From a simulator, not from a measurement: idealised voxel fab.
Process module, titled voxel wiring stack
Shown is cross-section cut, with a width of 170 nm and square cells of size 5 nm.
Cross-section layout: square cells on a grid; listed as bands, top to bottom; a band spans one or more cell rows.
Heights first: top, then bottom, in nm. Then materials, left to right, each with a width in nm. "all across" on a single material: fills the band edge to edge. "air": empty space.
A quick word on heights: they are counted from 0, and under that level the wafer as it came to us is one material throughout. The lowest band is different from the rest in having no bottom; it simply continues downward, written as in "from 0 down".
Think of "30..40" as a width that walks from the first number to the second as you go down the band, top row to bottom row, taking equal-sized steps from row to row.
"nothing got changed" for a step: no cell of the cross-section changed in that step.
Empty spaces without an open route to the top, at least 8 cells in extent, make up the entry "Closed cavities"; each is given as width x height at distance, where the distance is measured from the left edge, and all are in nm.
On a step's line, text after the settings is the simulator commenting on that step.
When a step includes a mask, the "overlay nm" setting on its line states how far to the right of its planned place that mask lay, and negative values state how far to the left.
# plan
1,RECEIVE, material Si
2,CONFORMAL_DEP, material SiO2, thk nm 15
3,DIRECTIONAL_DEP, material TiN, thk nm 5
4,DIRECTIONAL_DEP, material W, thk nm 25
5,MASKED_ETCH, tone cover, mask id METAL_1, width nm 30, pitch nm 45, etch materials W, depth nm 25, overlay nm 0
6,MASKED_ETCH, tone cover, mask id METAL_1, width nm 30, pitch nm 45, etch materials TiN, depth nm 5, overlay nm 0
7,CONFORMAL_DEP, material SiCN, thk nm 5
8,FILL_DEP, material SiO2, thk nm 5
9,CMP, height nm 45
10,CONFORMAL_DEP, material SiCN, thk nm 5
11,DIRECTIONAL_DEP, material SiO2, thk nm 30
12,DIRECTIONAL_DEP, material aC, thk nm 15
13,PATTERN, tone open, mask id METAL_2_HOLES, material resist, width nm 15, pitch nm 90, thk nm 35, overlay nm 0
14,DIRECTIONAL_ETCH, etch materials aC, depth nm 15
15,STRIP, etch materials resist
16,DIRECTIONAL_ETCH, etch materials SiO2, depth nm 30
17,STRIP, etch materials aC
18,PATTERN, tone open, mask id METAL_2, material resist, width nm 30, pitch nm 45, thk nm 15, overlay nm 0
19,DIRECTIONAL_ETCH, etch materials SiO2, depth nm 15
20,DIRECTIONAL_ETCH, etch materials SiCN, depth nm 5
21,STRIP, etch materials resist
22,CONFORMAL_DEP, material TiN, thk nm 5
23,FILL_DEP, material Ru, thk nm 10
24,CMP, height nm 80
25,CONFORMAL_DEP, material SiCN, thk nm 5
# Step 1 complete: cross-section of the wafer as received
from 0 down = Si all across
Closed cavities: none
# The first of the two wafers as seen in cross-section once the module was finished; processing followed the plan
from 85 to 80 = SiCN all across
from 80 to 70 = SiO2: 25 | TiN: 5 | Ru: 20 | TiN: 5 | SiO2: 15 | TiN: 5 | Ru: 20 | TiN: 5 | SiO2: 15 | TiN: 5 | Ru: 20 | TiN: 5 | SiO2: 25
from 70 to 65 = SiO2: 25 | TiN: 5 | Ru: 5 | TiN: 20 | SiO2: 15 | TiN: 30 | SiO2: 15 | TiN: 5 | Ru: 5 | TiN: 20 | SiO2: 25
from 65 to 50 = SiO2: 25 | TiN: 5 | Ru: 5 | TiN: 5 | SiO2: 75 | TiN: 5 | Ru: 5 | TiN: 5 | SiO2: 40
from 50 to 45 = SiCN: 25 | TiN: 15 | SiCN: 75 | TiN: 15 | SiCN: 40
from 45 to 20 = SiO2: 20 | SiCN: 5 | W: 30 | SiCN: 5 | SiO2: 5 | SiCN: 5 | W: 30 | SiCN: 5 | SiO2: 5 | SiCN: 5 | W: 30 | SiCN: 5 | SiO2: 20
from 20 to 15 = SiCN: 25 | TiN: 30 | SiCN: 15 | TiN: 30 | SiCN: 15 | TiN: 30 | SiCN: 25
from 15 to 0 = SiO2 all across
from 0 down = Si all across
Closed cavities: none
# The second wafer, shown in cross-section after the module: started the same way as the first and given the same plan, yet one mistake crept into how it was run
from 85 to 80 = SiCN all across
from 80 to 70 = SiO2: 25 | TiN: 5 | Ru: 20 | TiN: 5 | SiO2: 15 | TiN: 5 | Ru: 20 | TiN: 5 | SiO2: 15 | TiN: 5 | Ru: 20 | TiN: 5 | SiO2: 25
from 70 to 65 = SiO2: 25 | TiN: 5 | Ru: 10 | TiN: 15 | SiO2: 15 | TiN: 30 | SiO2: 15 | TiN: 5 | Ru: 10 | TiN: 15 | SiO2: 25
from 65 to 50 = SiO2: 25 | TiN: 5 | Ru: 10 | TiN: 5 | SiO2: 70 | TiN: 5 | Ru: 10 | TiN: 5 | SiO2: 35
from 50 to 45 = SiCN: 25 | TiN: 20 | SiCN: 70 | TiN: 20 | SiCN: 35
from 45 to 20 = SiO2: 20 | SiCN: 5 | W: 30 | SiCN: 5 | SiO2: 5 | SiCN: 5 | W: 30 | SiCN: 5 | SiO2: 5 | SiCN: 5 | W: 30 | SiCN: 5 | SiO2: 20
from 20 to 15 = SiCN: 25 | TiN: 30 | SiCN: 15 | TiN: 30 | SiCN: 15 | TiN: 30 | SiCN: 25
from 15 to 0 = SiO2 all across
from 0 down = Si all across
Closed cavities: none
Which mistake was made when the wafer was run? the process deviated at step 13: the operation and settings actually run there were PATTERN, tone open, mask id METAL_2_HOLES, material resist, width nm 20, pitch nm 90, thk nm 35, overlay nm 0
Wrapping up, a cell-based count of both wafers puts the second over or under the first for these materials: +8 Ru, -2 SiCN, -6 SiO2
